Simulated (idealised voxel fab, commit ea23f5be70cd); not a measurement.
voxel spacer lines: a process module
Each square cell in cross-section cut measures 5 nm, and the section as a whole is 280 nm wide.
Cross-section, as written here: a square-cell grid given band by band from the top down, where a band holds one or more rows of cells. Heads up on the band format: heights come first, top then bottom, in nm. After that it's the materials left to right, each with its width in nm. A single material flagged "all across" fills the whole band edge to edge, and "blank" means there's empty space there. Measure heights from 0. That's the level where, below it, the as-received wafer is all one material. The lowest band is bottomless and extends downward; write it as in "z 0 and below". A width given as "30..40" starts at the first number in the band's top row and ends at the second number in its bottom row, shifting by an equal amount at every step from row to row. When a step is marked "remains unaltered", none of the cells in the cross-section changed during that step. This entry, "Closed internal voids", enumerates those empty regions of no fewer than 8 cells that possess no open connection to the top. Each region is reported in the form width x height at distance, the distance being taken from the left edge, with all three quantities expressed in nm. Step line, after settings: the simulator's comment on this step. overlay nm: on a step with a mask, how far right of its planned place the mask lay; negative means left.

## Set out below are the planned steps of the process
| 1 | RECEIVE with material Si |
| 2 | CONFORMAL_DEP with material SiO2, thk nm 5 |
| 3 | DIRECTIONAL_DEP with material TiN, thk nm 10 |
| 4 | DIRECTIONAL_DEP with material polySi, thk nm 25 |
| 5 | PATTERN with tone cover, mask id MANDREL, material resist, width nm 15, pitch nm 50, thk nm 30, overlay nm 0 |
| 6 | DIRECTIONAL_ETCH with etch materials polySi, depth nm 25 |
| 7 | STRIP with etch materials resist |
| 8 | CONFORMAL_DEP with material SiN, thk nm 10 |
| 9 | DIRECTIONAL_ETCH with etch materials SiN, depth nm 10 |
| 10 | STRIP with etch materials polySi |
| 11 | DIRECTIONAL_ETCH with etch materials TiN, depth nm 10 |
| 12 | STRIP with etch materials SiN |

## Cross-section of the incoming wafer, state after step 1
z 0 and below: Si all across
Closed internal voids: none

## The following cross-section depicts the wafer upon conclusion of the module. Processing commenced from the starting condition illustrated above and adhered to the plan illustrated above, save for one mistake in execution
z 40 to 15: blank 70 nm; TiN 10 nm; polySi 15 nm; TiN 10 nm; blank 15 nm; TiN 10 nm; polySi 15 nm; TiN 10 nm; blank 15 nm; TiN 10 nm; polySi 15 nm; TiN 10 nm; blank 75 nm
z 15 to 5: TiN all across
z 5 to 0: SiO2 all across
z 0 and below: Si all across
Closed internal voids: none
So what did we get wrong on this run? for step 8, the planned setting was not used; the step was instead run as CONFORMAL_DEP with material TiN, thk nm 10
